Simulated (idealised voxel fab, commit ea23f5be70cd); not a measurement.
Presented below is a process module, voxel transistor to metal.
Xsec cut, 210 nm wide, square cell size 5 nm.
Think of the cross-section as a grid of square cells. We describe it in bands, top to bottom, and each band covers one or more rows of those cells. What a band's entry tells you: where the top is and where the bottom is, as heights in nm, and after that what lies inside, material by material from left to right, each with its width in nm. Empty space is written as the word "empty", and a single material marked with the word "full width" occupies the band from edge to edge. All heights in this document are referenced to 0, defined as the level beneath which the wafer, as received, consists entirely of one material. The lowest band is not bounded below; it extends indefinitely downward and is written in the form "0 nm and below". A two-number width, for instance "30->40", indicates that the width is equal to the first number in the top row of the band and to the second number in the bottom row, and that it changes by a constant amount per row of cells. It should be understood that the words "nothing different", when stated for a given step, signify that the cross-section underwent no change in any of its cells during that step. Closed-off voids of 8+ cells (no open route to the top) go in "Closed void inventory", written width x height at distance from the left edge, in nm. Past the settings on a step's line: simulator remark, on that step. Each step line may optionally specify "overlay nm", which for a step with a mask gives the rightward distance between the mask's planned place and where it lay, a negative value indicating the leftward direction.

## The process steps that were planned are listed below
1,RECEIVE (material Si)
2,OXIDIZE (depth nm 5)
3,CONFORMAL_DEP (material SiN; thk nm 10)
4,MASKED_ETCH (tone cover; mask id ACTIVE; width nm 110; etch materials SiN; depth nm 10; overlay nm 0)
5,MASKED_ETCH (tone cover; mask id ACTIVE; width nm 110; etch materials SiO2; depth nm 5; overlay nm 0)
6,MASKED_ETCH (tone cover; mask id ACTIVE; width nm 110; etch materials Si; depth nm 20; overlay nm 0)
7,FILL_DEP (material SiO2; thk nm 10)
8,CMP (height nm 10)
9,SELECTIVE_ETCH (etch materials SiO2; depth nm 10)
10,STRIP (etch materials SiN)
11,SELECTIVE_ETCH (etch materials SiO2; depth nm 5)
12,OXIDIZE (depth nm 5)
13,DIRECTIONAL_DEP (material polySi; thk nm 20)
14,DIRECTIONAL_DEP (material SiCN; thk nm 15)
15,DIRECTIONAL_DEP (material aC; thk nm 10)
16,PATTERN (tone cover; mask id GATE; material resist; width nm 30; thk nm 25; overlay nm 0)
17,DIRECTIONAL_ETCH (etch materials aC; depth nm 10)
18,STRIP (etch materials resist)
19,DIRECTIONAL_ETCH (etch materials SiCN; depth nm 25)
20,DIRECTIONAL_ETCH (etch materials polySi; depth nm 30)
21,STRIP (etch materials aC)
22,CONFORMAL_DEP (material SiN; thk nm 10)
23,DIRECTIONAL_ETCH (etch materials SiN; depth nm 10)
24,DIRECTIONAL_ETCH (etch materials SiO2; depth nm 5)
25,DIRECTIONAL_ETCH (etch materials Si; depth nm 15)
26,EPI (material nSi; thk nm 20)
27,FILL_DEP (material SiO2; thk nm 10)
28,CMP (height nm 15)
29,STRIP (etch materials polySi)
30,SELECTIVE_ETCH (etch materials SiO2; depth nm 5)
31,CONFORMAL_DEP (material HfO2; thk nm 5)
32,CONFORMAL_DEP (material TiN; thk nm 5)
33,FILL_DEP (material W; thk nm 10)
34,CMP (height nm 10)
35,DIRECTIONAL_DEP (material SiO2; thk nm 10)
36,DIRECTIONAL_DEP (material aC; thk nm 15)
37,PATTERN (tone open; mask id CONTACT; material resist; width nm 15; pitch nm 75; thk nm 35; overlay nm 0)
38,DIRECTIONAL_ETCH (etch materials aC; depth nm 15)
39,STRIP (etch materials resist)
40,DIRECTIONAL_ETCH (etch materials SiO2; depth nm 10)
41,STRIP (etch materials aC)
42,CONFORMAL_DEP (material TiN; thk nm 5)
43,FILL_DEP (material Ru; thk nm 10)
44,CMP (height nm 20)
45,CONFORMAL_DEP (material SiCN; thk nm 5)
46,DIRECTIONAL_DEP (material SiO2; thk nm 15)
47,PATTERN (tone open; mask id METAL_1; material resist; width nm 15; pitch nm 75; thk nm 20; overlay nm 0)
48,DIRECTIONAL_ETCH (etch materials SiO2; depth nm 15)
49,DIRECTIONAL_ETCH (etch materials SiCN; depth nm 5)
50,STRIP (etch materials resist)
51,CONFORMAL_DEP (material TiN; thk nm 5)
52,FILL_DEP (material Ru; thk nm 10)
53,CMP (height nm 40)
54,CONFORMAL_DEP (material SiN; thk nm 5)

## as received, after step 1
- 0 nm and below  Si full width
- Closed void inventory: none

## As-planned run: cross-section of the first of two wafers at end of module
- 45 nm to 40 nm  SiN full width
- 40 nm to 25 nm  60 of SiO2 | 5 of TiN | 5 of Ru | 5 of TiN | 60 of SiO2 | 5 of TiN | 5 of Ru | 5 of TiN | 60 of SiO2
- 25 nm to 20 nm  60 of SiCN | 15 of TiN | 60 of SiCN | 15 of TiN | 60 of SiCN
- 20 nm to 15 nm  60 of SiO2 | 5 of TiN | 5 of Ru | 5 of TiN | 60 of SiO2 | 5 of TiN | 5 of Ru | 5 of TiN | 60 of SiO2
- 15 nm to 10 nm  60 of SiO2 | 15 of TiN | 60 of SiO2 | 15 of TiN | 60 of SiO2
- 10 nm to 0 nm  60 of SiO2 | 20 of nSi | 10 of SiN | 5 of HfO2 | 5 of TiN | 10 of W | 5 of TiN | 5 of HfO2 | 10 of SiN | 20 of nSi | 60 of SiO2
- 0 nm to -5 nm  60 of SiO2 | 20 of nSi | 10 of SiN | 5 of HfO2 | 20 of TiN | 5 of HfO2 | 10 of SiN | 20 of nSi | 60 of SiO2
- -5 nm to -10 nm  45 of SiO2 | 35 of nSi | 5 of SiO2 | 40 of HfO2 | 5 of SiO2 | 35 of nSi | 45 of SiO2
- -10 nm to -25 nm  50 of SiO2 | 30 of nSi | 50 of Si | 30 of nSi | 50 of SiO2
- -25 nm and below  Si full width
- Closed void inventory: none

## End-of-module cross-section of the second wafer: identical starting point and process plan to the first, with one processing mistake
- 45 nm to 40 nm  SiN full width
- 40 nm to 25 nm  60 of SiO2 | 5 of TiN | 5 of Ru | 5 of TiN | 60 of SiO2 | 5 of TiN | 5 of Ru | 5 of TiN | 60 of SiO2
- 25 nm to 20 nm  60 of SiCN | 15 of TiN | 60 of SiCN | 15 of TiN | 60 of SiCN
- 20 nm to 15 nm  60 of SiO2 | 5 of TiN | 5 of Ru | 5 of TiN | 60 of SiO2 | 5 of TiN | 5 of Ru | 5 of TiN | 60 of SiO2
- 15 nm to 10 nm  60 of SiO2 | 15 of TiN | 60 of SiO2 | 15 of TiN | 60 of SiO2
- 10 nm to 0 nm  80 of W | 5 of TiN | 5 of HfO2 | 10 of SiN | 10 of nSi | 10 of SiN | 5 of HfO2 | 5 of TiN | 80 of W
- 0 nm to -5 nm  85 of TiN | 5 of HfO2 | 10 of SiN | 10 of nSi | 10 of SiN | 5 of HfO2 | 85 of TiN
- -5 nm to -10 nm  95 of HfO2 | 5 of SiO2 | 10 of nSi | 5 of SiO2 | 95 of HfO2
- -10 nm to -25 nm  50 of SiO2 | 50 of Si | 10 of nSi | 50 of Si | 50 of SiO2
- -25 nm and below  Si full width
- Closed void inventory: none
Finding, execution versus plan: step 16 ran as: PATTERN (tone open; mask id GATE; material resist; width nm 30; thk nm 25; overlay nm 0)
Final difference in cells, second wafer against first, listed per material as more or fewer: HfO2: 30 more; Si: 30 more; SiO2: 90 fewer; TiN: 30 more; W: 60 more; nSi: 60 fewer
